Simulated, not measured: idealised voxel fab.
Proc. module: voxel wiring stack
This is section cut - it's 210 nm across, gridded in 5 nm square cells.
Bands, listed from the top down, are how a cross-section gets written in this document; the cross-section itself is a grid of square cells, and a band is one or more rows of them.
Top height, bottom height, nm. Materials left to right, width each, nm. Single material + "everywhere" = fills band edge to edge. "blank" = empty.
Note: height 0 marks the level under which the wafer is uniformly one material as received. Lowest band unbounded below, written "0 -> down".
Per-row width for "30->40": begins at first number (top row of band), ends at second number (bottom row), increment between rows held constant.
"identical to before", as given for a step, is the statement that not any cell of the cross-section underwent a change during that step.
Look at "Unvented voids" for the closed voids: empty spaces with no open path to the top, sized 8 cells or up. Each is width x height at distance, distance from the left edge, all nm.
Where a step's line continues beyond its settings, the continuation is a remark by the simulator itself on that step.
If you see "overlay nm" on a step's line and that step has a mask, it's telling you how far right of where it was planned the mask ended up; a negative number means it went left instead.

HERE'S WHAT THE PLANNED PROCESS STEPS LOOK LIKE
1. op RECEIVE | material Si
2. op CONFORMAL_DEP | material SiO2 | thk nm 10
3. op DIRECTIONAL_DEP | material TiN | thk nm 5
4. op DIRECTIONAL_DEP | material W | thk nm 25
5. op DIRECTIONAL_DEP | material aC | thk nm 15
6. op PATTERN | tone cover | mask id METAL_1 | material resist | width nm 20 | pitch nm 45 | thk nm 35 | overlay nm 0
7. op DIRECTIONAL_ETCH | etch materials aC | depth nm 15
8. op STRIP | etch materials resist
9. op DIRECTIONAL_ETCH | etch materials W | depth nm 25
10. op DIRECTIONAL_ETCH | etch materials TiN | depth nm 5
11. op STRIP | etch materials aC
12. op CONFORMAL_DEP | material SiN | thk nm 5
13. op FILL_DEP | material lowk | thk nm 5
14. op CMP | height nm 40
15. op CONFORMAL_DEP | material SiCN | thk nm 5
16. op DIRECTIONAL_DEP | material lowk | thk nm 15
17. op MASKED_ETCH | tone open | mask id PLUG_1 | width nm 15 | pitch nm 45 | etch materials lowk | depth nm 15 | overlay nm -10
18. op MASKED_ETCH | tone open | mask id PLUG_1 | width nm 15 | pitch nm 45 | etch materials SiCN | depth nm 5 | overlay nm 0
19. op CONFORMAL_DEP | material TiN | thk nm 5
20. op FILL_DEP | material Ru | thk nm 5
21. op CMP | height nm 60
22. op DIRECTIONAL_DEP | material TiN | thk nm 5
23. op DIRECTIONAL_DEP | material W | thk nm 20
24. op PATTERN | tone cover | mask id METAL_2 | material resist | width nm 20 | pitch nm 45 | thk nm 15 | overlay nm 0
25. op DIRECTIONAL_ETCH | etch materials W | depth nm 20
26. op DIRECTIONAL_ETCH | etch materials TiN | depth nm 5
27. op STRIP | etch materials resist
28. op CONFORMAL_DEP | material SiN | thk nm 5
29. op FILL_DEP | material SiO2 | thk nm 5
30. op CMP | height nm 85
31. op CONFORMAL_DEP | material SiN | thk nm 5
Keep in mind the plan's value for the overlay nm of step 17 comes from the first wafer; the wafers don't share that setting, but they do share the same starting point.

CROSS-SECTION OF THE FIRST INCOMING WAFER OF SEVERAL, STATE AFTER STEP 1
- 0 -> down  Si everywhere
- Unvented voids: none

CROSS-SECTION OF THE FIRST OF SEVERAL WAFERS ONCE THE MODULE HAS RUN THROUGH ITS LAST STEP, STEP 31
- 90 -> 85  SiN everywhere
- 85 -> 65  SiO2 20; SiN 5; W 20; SiN 5; SiO2 15; SiN 5; W 20; SiN 5; SiO2 15; SiN 5; W 20; SiN 5; SiO2 15; SiN 5; W 20; SiN 5; SiO2 25
- 65 -> 60  SiN 25; TiN 20; SiN 25; TiN 20; SiN 25; TiN 20; SiN 25; TiN 20; SiN 30
- 60 -> 50  lowk 15; TiN 5; Ru 5; TiN 5; lowk 30; TiN 5; Ru 5; TiN 5; lowk 30; TiN 5; Ru 5; TiN 5; lowk 30; TiN 5; Ru 5; TiN 5; lowk 45
- 50 -> 45  lowk 15; TiN 15; lowk 30; TiN 15; lowk 30; TiN 15; lowk 30; TiN 15; lowk 45
- 45 -> 40  SiCN 25; TiN 5; SiCN 40; TiN 5; SiCN 40; TiN 5; SiCN 40; TiN 5; SiCN 45
- 40 -> 15  lowk 20; SiN 5; W 20; SiN 5; lowk 15; SiN 5; W 20; SiN 5; lowk 15; SiN 5; W 20; SiN 5; lowk 15; SiN 5; W 20; SiN 5; lowk 25
- 15 -> 10  SiN 25; TiN 20; SiN 25; TiN 20; SiN 25; TiN 20; SiN 25; TiN 20; SiN 30
- 10 -> 0  SiO2 everywhere
- 0 -> down  Si everywhere
- Unvented voids: none

SHOWING THE LAST WAFER IN CROSS-SECTION AT THE END OF THE MODULE
- 90 -> 85  SiN everywhere
- 85 -> 65  SiO2 20; SiN 5; W 20; SiN 5; SiO2 15; SiN 5; W 20; SiN 5; SiO2 15; SiN 5; W 20; SiN 5; SiO2 15; SiN 5; W 20; SiN 5; SiO2 25
- 65 -> 60  SiN 25; TiN 20; SiN 25; TiN 20; SiN 25; TiN 20; SiN 25; TiN 20; SiN 30
- 60 -> 50  lowk 40; TiN 5; Ru 5; TiN 5; lowk 30; TiN 5; Ru 5; TiN 5; lowk 30; TiN 5; Ru 5; TiN 5; lowk 30; TiN 5; Ru 5; TiN 5; lowk 20
- 50 -> 45  lowk 40; TiN 15; lowk 30; TiN 15; lowk 30; TiN 15; lowk 30; TiN 15; lowk 20
- 45 -> 40  SiCN everywhere
- 40 -> 15  lowk 20; SiN 5; W 20; SiN 5; lowk 15; SiN 5; W 20; SiN 5; lowk 15; SiN 5; W 20; SiN 5; lowk 15; SiN 5; W 20; SiN 5; lowk 25
- 15 -> 10  SiN 25; TiN 20; SiN 25; TiN 20; SiN 25; TiN 20; SiN 25; TiN 20; SiN 30
- 10 -> 0  SiO2 everywhere
- 0 -> down  Si everywhere
- Unvented voids: none

NOTE: THE FOLLOWING TABLE IS ARRANGED BY WAFER, A ROW APIECE. EACH ROW REPORTS THE END-OF-MODULE STATE: PER MATERIAL, CELLS GAINED (+) OR CELLS LOST (-) COMPARED WITH THE WAFER AS RECEIVED; CLOSED VOIDS FOLLOW
overlay nm -10 | +8 Ru | +38 SiCN | +166 SiN | +156 SiO2 | +64 TiN | +144 W | +180 lowk | Unvented voids: none
overlay nm -5 | +8 Ru | +34 SiCN | +166 SiN | +156 SiO2 | +68 TiN | +144 W | +180 lowk | Unvented voids: none
overlay nm 0 | +12 Ru | +30 SiCN | +166 SiN | +156 SiO2 | +68 TiN | +144 W | +180 lowk | Unvented voids: none
overlay nm 5 | +8 Ru | +34 SiCN | +166 SiN | +156 SiO2 | +68 TiN | +144 W | +180 lowk | Unvented voids: none
overlay nm 10 | +8 Ru | +38 SiCN | +166 SiN | +156 SiO2 | +64 TiN | +144 W | +180 lowk | Unvented voids: none
overlay nm 15 | +8 Ru | +42 SiCN | +166 SiN | +156 SiO2 | +60 TiN | +144 W | +180 lowk | Unvented voids: none
